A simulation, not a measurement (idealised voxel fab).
The following is a process module called voxel ribs on slabs.
Cross-sectional view cut (width: 190 nm; square cell size: 5 nm).
Just so we're on the same page, the cross-sections are grids of square cells, and they're listed out in bands top to bottom, each band one or more rows deep.
Band: top height; bottom height; in nm. Then, left to right: material with width in nm, for each material. "everywhere": a single material spanning edge to edge. "empty": empty space.
A quick word on heights: they are counted from 0, and under that level the wafer as it came to us is one material throughout. The lowest band is different from the rest in having no bottom; it simply continues downward, written as in "0 down".
It should be noted that a width expressed as "30..40" varies in equal increments from row to row of cells within the band, taking the value of the first number at the top row and that of the second number at the bottom row.
Step marked "no change occurred"? Then no cell in the cross-section changed in it.
Empty spaces counting at least 8 cells and having no open way to the top are listed in "Enclosed void catalog". The notation width x height at distance is used for each, the distance being from the left edge and all three values in nm.
Whatever follows a step's settings on its line is a remark the simulator itself makes about that step.
overlay nm: step with mask; distance mask lay right of planned place; negative value = left of planned place.

Process steps (planned):
- 1: RECEIVE [material Si]
- 2: DIRECTIONAL_DEP [material SiO2] [thk nm 20]
- 3: DIRECTIONAL_DEP [material SiN] [thk nm 15]
- 4: DIRECTIONAL_DEP [material aC] [thk nm 10]
- 5: PATTERN [tone cover] [mask id RIB] [material resist] [width nm 20] [thk nm 25] [overlay nm 0]
- 6: DIRECTIONAL_ETCH [etch materials aC] [depth nm 10]
- 7: STRIP [etch materials resist]
- 8: DIRECTIONAL_ETCH [etch materials SiN] [depth nm 10]
- 9: STRIP [etch materials aC]
- 10: MASKED_ETCH [tone cover] [mask id SLAB] [width nm 50] [etch materials SiN] [depth nm 5] [overlay nm 0]
- 11: FILL_DEP [material SiO2] [thk nm 20]
- 12: CMP [height nm 45]
- 13: DIRECTIONAL_DEP [material TiN] [thk nm 5]
- 14: MASKED_ETCH [tone cover] [mask id HEATER] [width nm 30] [etch materials TiN] [depth nm 5] [overlay nm 0]
- 15: CONFORMAL_DEP [material SiO2] [thk nm 5]

Cross-section of the wafer as it came to us, i.e., already through step 1:
	0 down = Si everywhere
	Enclosed void catalog: none

Here's the wafer cut in cross-section after the module, started and planned just like above, except one thing was done wrong in the run:
	50 to 45 = empty (80) / TiN (30) / empty (80)
	45 to 35 = SiO2 everywhere
	35 to 25 = SiO2 (85) / SiN (20) / SiO2 (85)
	25 to 20 = SiO2 (70) / SiN (50) / SiO2 (70)
	20 to 0 = SiO2 everywhere
	0 down = Si everywhere
	Enclosed void catalog: none
Diagnosis: step 15 of the plan was bypassed and not carried out
